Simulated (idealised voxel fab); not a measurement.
Process module in this document: voxel wiring stack
For reference, the cross-section in this document is cut, with width 225 nm and square cells of 5 nm.
In this document a cross-section is written as a grid of square cells. It is given as a series of bands, listed from the top down, and a band is one or more rows of cells. Basically the band line says how high the top is and how high the bottom is, in nm, and then what's in it from left to right, every material with its width in nm. Empty space shows up as "air", and if a single material carries "throughout" it runs the full band edge to edge. Note: height 0 marks the level under which the wafer is uniformly one material as received. Lowest band unbounded below, written "0 -> down". The width entry "30 to 40" should be interpreted row by row: the top row of cells in the band takes the first number, the bottom row takes the second number, and the change between adjacent rows is uniform throughout. For the purposes of this document, the phrase "nothing altered" attached to a step denotes that no cell within the cross-section was modified by that step. If an empty space has no open way to the top and is at least 8 cells in size, "Sealed void listing" lists it, written width x height at distance, where distance is measured from the left edge and every value is in nm. Text after the settings on a step's line: the simulator's own remark on that step. What "overlay nm" on a step's line means: if the step has a mask, that mask lay this far to the right of its planned place, or, when the value is negative, to the left.

The planned process steps are enumerated hereunder
- 1: RECEIVE: material Si
- 2: CONFORMAL_DEP: material SiO2, thk nm 15
- 3: DIRECTIONAL_DEP: material TiN, thk nm 5
- 4: DIRECTIONAL_DEP: material Ru, thk nm 20
- 5: MASKED_ETCH: tone cover, mask id METAL_1, width nm 20, pitch nm 40, etch materials Ru, depth nm 20, overlay nm 0
- 6: MASKED_ETCH: tone cover, mask id METAL_1, width nm 20, pitch nm 40, etch materials TiN, depth nm 5, overlay nm 0
- 7: FILL_DEP: material lowk, thk nm 5
- 8: CMP: height nm 40
- 9: CONFORMAL_DEP: material SiCN, thk nm 5
- 10: DIRECTIONAL_DEP: material SiO2, thk nm 20
- 11: DIRECTIONAL_DEP: material aC, thk nm 10
- 12: PATTERN: tone open, mask id PLUG_1, material resist, width nm 15, thk nm 25, overlay nm 0
- 13: DIRECTIONAL_ETCH: etch materials aC, depth nm 10
- 14: STRIP: etch materials resist
- 15: DIRECTIONAL_ETCH: etch materials SiO2, depth nm 20
- 16: DIRECTIONAL_ETCH: etch materials SiCN, depth nm 5
- 17: STRIP: etch materials aC
- 18: CONFORMAL_DEP: material TiN, thk nm 5
- 19: FILL_DEP: material Ru, thk nm 10
- 20: CMP: height nm 65
- 21: CONFORMAL_DEP: material SiN, thk nm 5
- 22: DIRECTIONAL_DEP: material SiO2, thk nm 20
- 23: DIRECTIONAL_DEP: material aC, thk nm 15
- 24: PATTERN: tone open, mask id METAL_2, material resist, width nm 20, pitch nm 40, thk nm 30, overlay nm 0
- 25: DIRECTIONAL_ETCH: etch materials aC, depth nm 15
- 26: STRIP: etch materials resist
- 27: DIRECTIONAL_ETCH: etch materials SiO2, depth nm 20
- 28: DIRECTIONAL_ETCH: etch materials SiN, depth nm 5
- 29: STRIP: etch materials aC
- 30: CONFORMAL_DEP: material TiN, thk nm 5
- 31: FILL_DEP: material Cu, thk nm 5
- 32: CMP: height nm 90
- 33: EPI: material Ru, thk nm 5
- 34: FILL_DEP: material SiCN, thk nm 5
- 35: DIRECTIONAL_DEP: material SiO2, thk nm 30
- 36: MASKED_ETCH: tone open, mask id METAL_3_HOLES, width nm 15, etch materials SiO2, depth nm 30, overlay nm 0
- 37: MASKED_ETCH: tone open, mask id METAL_3, width nm 20, pitch nm 40, etch materials SiO2, depth nm 15, overlay nm 0
- 38: MASKED_ETCH: tone open, mask id METAL_3, width nm 20, pitch nm 40, etch materials SiCN, depth nm 5, overlay nm 0
- 39: CONFORMAL_DEP: material TiN, thk nm 5
- 40: FILL_DEP: material Cu, thk nm 10
- 41: CMP: height nm 130
- 42: CONFORMAL_DEP: material SiN, thk nm 5

The following pertains to the first of two wafers, which was processed as planned

So this is the incoming wafer in cross-section - it's already been through step 1
* 0 -> down = Si throughout
* Sealed void listing: none

Once step 2 is through, the wafer looks like this in cross-section
* 15 -> 0 = SiO2 throughout
* Rest of section, below 0: as before.

Once step 3 is through, the wafer looks like this in cross-section
* 20 -> 15 = TiN throughout
* Rest of section, below 15: as before.

Once step 4 is through, the wafer looks like this in cross-section
* 40 -> 20 = Ru throughout
* Rest of section, below 20: as before.

Once step 5 is through, the wafer looks like this in cross-section
* 40 -> 20 = 80 of air; 20 of Ru; 20 of air; 20 of Ru; 85 of air
* Rest of section, below 20: as before.

Once step 6 is through, the wafer looks like this in cross-section
* 40 -> 20 = 80 of air; 20 of Ru; 20 of air; 20 of Ru; 85 of air
* 20 -> 15 = 80 of air; 20 of TiN; 20 of air; 20 of TiN; 85 of air
* Rest of section, below 15: as before.

Once step 7 is through, the wafer looks like this in cross-section
* 45 -> 40 = lowk throughout
* 40 -> 20 = 80 of lowk; 20 of Ru; 20 of lowk; 20 of Ru; 85 of lowk
* 20 -> 15 = 80 of lowk; 20 of TiN; 20 of lowk; 20 of TiN; 85 of lowk
* Rest of section, below 15: as before.

Once step 8 is through, the wafer looks like this in cross-section
* 40 -> 20 = 80 of lowk; 20 of Ru; 20 of lowk; 20 of Ru; 85 of lowk
* Rest of section, below 20: as before.

Once step 9 is through, the wafer looks like this in cross-section
* 45 -> 40 = SiCN throughout
* Rest of section, below 40: as before.

Once step 10 is through, the wafer looks like this in cross-section
* 65 -> 45 = SiO2 throughout
* Rest of section, below 45: as before.

Once step 11 is through, the wafer looks like this in cross-section
* 75 -> 65 = aC throughout
* Rest of section, below 65: as before.

Once step 12 is through, the wafer looks like this in cross-section
* 100 -> 75 = 80 of resist; 15 of air; 130 of resist
* Rest of section, below 75: as before.

Once step 13 is through, the wafer looks like this in cross-section
* 90 -> 75 = 80 of resist; 15 of air; 130 of resist
* 75 -> 65 = 80 of aC; 15 of air; 130 of aC
* Rest of section, below 65: as before.

Once step 14 is through, the wafer looks like this in cross-section
* 75 -> 65 = 80 of aC; 15 of air; 130 of aC
* Rest of section, below 65: as before.

Once step 15 is through, the wafer looks like this in cross-section
* 75 -> 65 = 80 of aC; 15 of air; 130 of aC
* 65 -> 45 = 80 of SiO2; 15 of air; 130 of SiO2
* Rest of section, below 45: as before.

Once step 16 is through, the wafer looks like this in cross-section
* 75 -> 65 = 80 of aC; 15 of air; 130 of aC
* 65 -> 45 = 80 of SiO2; 15 of air; 130 of SiO2
* 45 -> 40 = 80 of SiCN; 15 of air; 130 of SiCN
* Rest of section, below 40: as before.

Once step 17 is through, the wafer looks like this in cross-section
* 65 -> 45 = 80 of SiO2; 15 of air; 130 of SiO2
* Rest of section, below 45: as before.

Once step 18 is through, the wafer looks like this in cross-section
* 70 -> 65 = 85 of TiN; 5 of air; 135 of TiN
* 65 -> 45 = 80 of SiO2; 5 of TiN; 5 of air; 5 of TiN; 130 of SiO2
* 45 -> 40 = 80 of SiCN; 15 of TiN; 130 of SiCN
* Rest of section, below 40: as before.

Once step 19 is through, the wafer looks like this in cross-section
* 80 -> 70 = Ru throughout
* 70 -> 65 = 85 of TiN; 5 of Ru; 135 of TiN
* 65 -> 45 = 80 of SiO2; 5 of TiN; 5 of Ru; 5 of TiN; 130 of SiO2
* Rest of section, below 45: as before.

Once step 20 is through, the wafer looks like this in cross-section
* 65 -> 45 = 80 of SiO2; 5 of TiN; 5 of Ru; 5 of TiN; 130 of SiO2
* Rest of section, below 45: as before.

Once step 21 is through, the wafer looks like this in cross-section
* 70 -> 65 = SiN throughout
* Rest of section, below 65: as before.

Once step 22 is through, the wafer looks like this in cross-section
* 90 -> 70 = SiO2 throughout
* Rest of section, below 70: as before.

Once step 23 is through, the wafer looks like this in cross-section
* 105 -> 90 = aC throughout
* Rest of section, below 90: as before.

Once step 24 is through, the wafer looks like this in cross-section
* 135 -> 105 = 80 of resist; 20 of air; 20 of resist; 20 of air; 85 of resist
* Rest of section, below 105: as before.

Once step 25 is through, the wafer looks like this in cross-section
* 120 -> 105 = 80 of resist; 20 of air; 20 of resist; 20 of air; 85 of resist
* 105 -> 90 = 80 of aC; 20 of air; 20 of aC; 20 of air; 85 of aC
* Rest of section, below 90: as before.

Once step 26 is through, the wafer looks like this in cross-section
* 105 -> 90 = 80 of aC; 20 of air; 20 of aC; 20 of air; 85 of aC
* Rest of section, below 90: as before.

Once step 27 is through, the wafer looks like this in cross-section
* 105 -> 90 = 80 of aC; 20 of air; 20 of aC; 20 of air; 85 of aC
* 90 -> 70 = 80 of SiO2; 20 of air; 20 of SiO2; 20 of air; 85 of SiO2
* Rest of section, below 70: as before.

Once step 28 is through, the wafer looks like this in cross-section
* 105 -> 90 = 80 of aC; 20 of air; 20 of aC; 20 of air; 85 of aC
* 90 -> 70 = 80 of SiO2; 20 of air; 20 of SiO2; 20 of air; 85 of SiO2
* 70 -> 65 = 80 of SiN; 20 of air; 20 of SiN; 20 of air; 85 of SiN
* Rest of section, below 65: as before.

Once step 29 is through, the wafer looks like this in cross-section
* 90 -> 70 = 80 of SiO2; 20 of air; 20 of SiO2; 20 of air; 85 of SiO2
* Rest of section, below 70: as before.

Once step 30 is through, the wafer looks like this in cross-section
* 95 -> 90 = 85 of TiN; 10 of air; 30 of TiN; 10 of air; 90 of TiN
* 90 -> 70 = 80 of SiO2; 5 of TiN; 10 of air; 5 of TiN; 20 of SiO2; 5 of TiN; 10 of air; 5 of TiN; 85 of SiO2
* 70 -> 65 = 80 of SiN; 20 of TiN; 20 of SiN; 20 of TiN; 85 of SiN
* Rest of section, below 65: as before.

Once step 31 is through, the wafer looks like this in cross-section
* 100 -> 95 = Cu throughout
* 95 -> 90 = 85 of TiN; 10 of Cu; 30 of TiN; 10 of Cu; 90 of TiN
* 90 -> 70 = 80 of SiO2; 5 of TiN; 10 of Cu; 5 of TiN; 20 of SiO2; 5 of TiN; 10 of Cu; 5 of TiN; 85 of SiO2
* Rest of section, below 70: as before.

Once step 32 is through, the wafer looks like this in cross-section
* 90 -> 70 = 80 of SiO2; 5 of TiN; 10 of Cu; 5 of TiN; 20 of SiO2; 5 of TiN; 10 of Cu; 5 of TiN; 85 of SiO2
* Rest of section, below 70: as before.

Once step 33 is through, the wafer looks like this in cross-section
* 95 -> 90 = 75 of air; 30 of Ru; 10 of air; 30 of Ru; 80 of air
* Rest of section, below 90: as before.

Once step 34 is through, the wafer looks like this in cross-section
* 100 -> 95 = SiCN throughout
* 95 -> 90 = 75 of SiCN; 30 of Ru; 10 of SiCN; 30 of Ru; 80 of SiCN
* Rest of section, below 90: as before.

Once step 35 is through, the wafer looks like this in cross-section
* 130 -> 100 = SiO2 throughout
* Rest of section, below 100: as before.

Once step 36 is through, the wafer looks like this in cross-section
* 130 -> 100 = 80 of SiO2; 15 of air; 130 of SiO2
* Rest of section, below 100: as before.

Once step 37 is through, the wafer looks like this in cross-section
* 130 -> 115 = 80 of SiO2; 20 of air; 20 of SiO2; 20 of air; 85 of SiO2
* Rest of section, below 115: as before.

Once step 38 is through, the wafer looks like this in cross-section
* 130 -> 115 = 80 of SiO2; 20 of air; 20 of SiO2; 20 of air; 85 of SiO2
* 115 -> 100 = 80 of SiO2; 15 of air; 130 of SiO2
* 100 -> 95 = 80 of SiCN; 15 of air; 130 of SiCN
* Rest of section, below 95: as before.

Once step 39 is through, the wafer looks like this in cross-section
* 135 -> 130 = 85 of TiN; 10 of air; 30 of TiN; 10 of air; 90 of TiN
* 130 -> 120 = 80 of SiO2; 5 of TiN; 10 of air; 5 of TiN; 20 of SiO2; 5 of TiN; 10 of air; 5 of TiN; 85 of SiO2
* 120 -> 115 = 80 of SiO2; 5 of TiN; 5 of air; 10 of TiN; 20 of SiO2; 20 of TiN; 85 of SiO2
* 115 -> 100 = 80 of SiO2; 5 of TiN; 5 of air; 5 of TiN; 130 of SiO2
* 100 -> 95 = 80 of SiCN; 15 of TiN; 130 of SiCN
* Rest of section, below 95: as before.

Once step 40 is through, the wafer looks like this in cross-section
* 145 -> 135 = Cu throughout
* 135 -> 130 = 85 of TiN; 10 of Cu; 30 of TiN; 10 of Cu; 90 of TiN
* 130 -> 120 = 80 of SiO2; 5 of TiN; 10 of Cu; 5 of TiN; 20 of SiO2; 5 of TiN; 10 of Cu; 5 of TiN; 85 of SiO2
* 120 -> 115 = 80 of SiO2; 5 of TiN; 5 of Cu; 10 of TiN; 20 of SiO2; 20 of TiN; 85 of SiO2
* 115 -> 100 = 80 of SiO2; 5 of TiN; 5 of Cu; 5 of TiN; 130 of SiO2
* Rest of section, below 100: as before.

Once step 41 is through, the wafer looks like this in cross-section
* 130 -> 120 = 80 of SiO2; 5 of TiN; 10 of Cu; 5 of TiN; 20 of SiO2; 5 of TiN; 10 of Cu; 5 of TiN; 85 of SiO2
* Rest of section, below 120: as before.

Once step 42 is through, the wafer looks like this in cross-section
* 135 -> 130 = SiN throughout
* Rest of section, below 130: as before.

The second wafer began exactly as the first did and followed the same plan, but one mistake was made while running it; through step 7 inclusive, the two wafers are identical

X-section, second wafer, when step 8 was due to finish
* 35 -> 20 = 80 of lowk; 20 of Ru; 20 of lowk; 20 of Ru; 85 of lowk
* Rest of section, below 20: as before.

X-section, second wafer, when step 9 was due to finish
* 40 -> 35 = SiCN throughout
* Rest of section, below 35: as before.

X-section, second wafer, when step 10 was due to finish
* 60 -> 40 = SiO2 throughout
* Rest of section, below 40: as before.

X-section, second wafer, when step 11 was due to finish
* 70 -> 60 = aC throughout
* Rest of section, below 60: as before.

X-section, second wafer, when step 12 was due to finish
* 95 -> 70 = 80 of resist; 15 of air; 130 of resist
* Rest of section, below 70: as before.

X-section, second wafer, when step 13 was due to finish
* 85 -> 70 = 80 of resist; 15 of air; 130 of resist
* 70 -> 60 = 80 of aC; 15 of air; 130 of aC
* Rest of section, below 60: as before.

X-section, second wafer, when step 14 was due to finish
* 70 -> 60 = 80 of aC; 15 of air; 130 of aC
* Rest of section, below 60: as before.

X-section, second wafer, when step 15 was due to finish
* 70 -> 60 = 80 of aC; 15 of air; 130 of aC
* 60 -> 40 = 80 of SiO2; 15 of air; 130 of SiO2
* Rest of section, below 40: as before.

X-section, second wafer, when step 16 was due to finish
* 70 -> 60 = 80 of aC; 15 of air; 130 of aC
* 60 -> 40 = 80 of SiO2; 15 of air; 130 of SiO2
* 40 -> 35 = 80 of SiCN; 15 of air; 130 of SiCN
* Rest of section, below 35: as before.

X-section, second wafer, when step 17 was due to finish
* 60 -> 40 = 80 of SiO2; 15 of air; 130 of SiO2
* Rest of section, below 40: as before.

X-section, second wafer, when step 18 was due to finish
* 65 -> 60 = 85 of TiN; 5 of air; 135 of TiN
* 60 -> 40 = 80 of SiO2; 5 of TiN; 5 of air; 5 of TiN; 130 of SiO2
* 40 -> 35 = 80 of SiCN; 15 of TiN; 130 of SiCN
* Rest of section, below 35: as before.

X-section, second wafer, when step 19 was due to finish
* 75 -> 65 = Ru throughout
* 65 -> 60 = 85 of TiN; 5 of Ru; 135 of TiN
* 60 -> 40 = 80 of SiO2; 5 of TiN; 5 of Ru; 5 of TiN; 130 of SiO2
* Rest of section, below 40: as before.

X-section, second wafer, when step 20 was due to finish
* 65 -> 60 = 85 of TiN; 5 of Ru; 135 of TiN
* Rest of section, below 60: as before.

X-section, second wafer, when step 21 was due to finish
* 70 -> 65 = SiN throughout
* Rest of section, below 65: as before.

X-section, second wafer, when step 22 was due to finish
* 90 -> 70 = SiO2 throughout
* Rest of section, below 70: as before.

X-section, second wafer, when step 23 was due to finish
* 105 -> 90 = aC throughout
* Rest of section, below 90: as before.

X-section, second wafer, when step 24 was due to finish
* 135 -> 105 = 80 of resist; 20 of air; 20 of resist; 20 of air; 85 of resist
* Rest of section, below 105: as before.

X-section, second wafer, when step 25 was due to finish
* 120 -> 105 = 80 of resist; 20 of air; 20 of resist; 20 of air; 85 of resist
* 105 -> 90 = 80 of aC; 20 of air; 20 of aC; 20 of air; 85 of aC
* Rest of section, below 90: as before.

X-section, second wafer, when step 26 was due to finish
* 105 -> 90 = 80 of aC; 20 of air; 20 of aC; 20 of air; 85 of aC
* Rest of section, below 90: as before.

X-section, second wafer, when step 27 was due to finish
* 105 -> 90 = 80 of aC; 20 of air; 20 of aC; 20 of air; 85 of aC
* 90 -> 70 = 80 of SiO2; 20 of air; 20 of SiO2; 20 of air; 85 of SiO2
* Rest of section, below 70: as before.

X-section, second wafer, when step 28 was due to finish
* 105 -> 90 = 80 of aC; 20 of air; 20 of aC; 20 of air; 85 of aC
* 90 -> 70 = 80 of SiO2; 20 of air; 20 of SiO2; 20 of air; 85 of SiO2
* 70 -> 65 = 80 of SiN; 20 of air; 20 of SiN; 20 of air; 85 of SiN
* Rest of section, below 65: as before.

X-section, second wafer, when step 29 was due to finish
* 90 -> 70 = 80 of SiO2; 20 of air; 20 of SiO2; 20 of air; 85 of SiO2
* Rest of section, below 70: as before.

X-section, second wafer, when step 30 was due to finish
* 95 -> 90 = 85 of TiN; 10 of air; 30 of TiN; 10 of air; 90 of TiN
* 90 -> 70 = 80 of SiO2; 5 of TiN; 10 of air; 5 of TiN; 20 of SiO2; 5 of TiN; 10 of air; 5 of TiN; 85 of SiO2
* 70 -> 65 = 80 of SiN; 20 of TiN; 20 of SiN; 20 of TiN; 85 of SiN
* Rest of section, below 65: as before.

X-section, second wafer, when step 31 was due to finish
* 100 -> 95 = Cu throughout
* 95 -> 90 = 85 of TiN; 10 of Cu; 30 of TiN; 10 of Cu; 90 of TiN
* 90 -> 70 = 80 of SiO2; 5 of TiN; 10 of Cu; 5 of TiN; 20 of SiO2; 5 of TiN; 10 of Cu; 5 of TiN; 85 of SiO2
* Rest of section, below 70: as before.

X-section, second wafer, when step 32 was due to finish
* 90 -> 70 = 80 of SiO2; 5 of TiN; 10 of Cu; 5 of TiN; 20 of SiO2; 5 of TiN; 10 of Cu; 5 of TiN; 85 of SiO2
* Rest of section, below 70: as before.

X-section, second wafer, when step 33 was due to finish
* 95 -> 90 = 75 of air; 30 of Ru; 10 of air; 30 of Ru; 80 of air
* Rest of section, below 90: as before.

X-section, second wafer, when step 34 was due to finish
* 100 -> 95 = SiCN throughout
* 95 -> 90 = 75 of SiCN; 30 of Ru; 10 of SiCN; 30 of Ru; 80 of SiCN
* Rest of section, below 90: as before.

X-section, second wafer, when step 35 was due to finish
* 130 -> 100 = SiO2 throughout
* Rest of section, below 100: as before.

X-section, second wafer, when step 36 was due to finish
* 130 -> 100 = 80 of SiO2; 15 of air; 130 of SiO2
* Rest of section, below 100: as before.

X-section, second wafer, when step 37 was due to finish
* 130 -> 115 = 80 of SiO2; 20 of air; 20 of SiO2; 20 of air; 85 of SiO2
* Rest of section, below 115: as before.

X-section, second wafer, when step 38 was due to finish
* 130 -> 115 = 80 of SiO2; 20 of air; 20 of SiO2; 20 of air; 85 of SiO2
* 115 -> 100 = 80 of SiO2; 15 of air; 130 of SiO2
* 100 -> 95 = 80 of SiCN; 15 of air; 130 of SiCN
* Rest of section, below 95: as before.

X-section, second wafer, when step 39 was due to finish
* 135 -> 130 = 85 of TiN; 10 of air; 30 of TiN; 10 of air; 90 of TiN
* 130 -> 120 = 80 of SiO2; 5 of TiN; 10 of air; 5 of TiN; 20 of SiO2; 5 of TiN; 10 of air; 5 of TiN; 85 of SiO2
* 120 -> 115 = 80 of SiO2; 5 of TiN; 5 of air; 10 of TiN; 20 of SiO2; 20 of TiN; 85 of SiO2
* 115 -> 100 = 80 of SiO2; 5 of TiN; 5 of air; 5 of TiN; 130 of SiO2
* 100 -> 95 = 80 of SiCN; 15 of TiN; 130 of SiCN
* Rest of section, below 95: as before.

X-section, second wafer, when step 40 was due to finish
* 145 -> 135 = Cu throughout
* 135 -> 130 = 85 of TiN; 10 of Cu; 30 of TiN; 10 of Cu; 90 of TiN
* 130 -> 120 = 80 of SiO2; 5 of TiN; 10 of Cu; 5 of TiN; 20 of SiO2; 5 of TiN; 10 of Cu; 5 of TiN; 85 of SiO2
* 120 -> 115 = 80 of SiO2; 5 of TiN; 5 of Cu; 10 of TiN; 20 of SiO2; 20 of TiN; 85 of SiO2
* 115 -> 100 = 80 of SiO2; 5 of TiN; 5 of Cu; 5 of TiN; 130 of SiO2
* Rest of section, below 100: as before.

X-section, second wafer, when step 41 was due to finish
* 130 -> 120 = 80 of SiO2; 5 of TiN; 10 of Cu; 5 of TiN; 20 of SiO2; 5 of TiN; 10 of Cu; 5 of TiN; 85 of SiO2
* Rest of section, below 120: as before.

X-section, second wafer, when step 42 was due to finish
* 135 -> 130 = SiN throughout
* Rest of section, below 130: as before.
The plan and the run diverged here: off-plan run, step 8, actual operation and settings CMP: height nm 35
In the final state, the cell counts of the second wafer exceed or fall short of those of the first for the following materials: 7 fewer of Ru | 44 more of TiN | 37 fewer of lowk
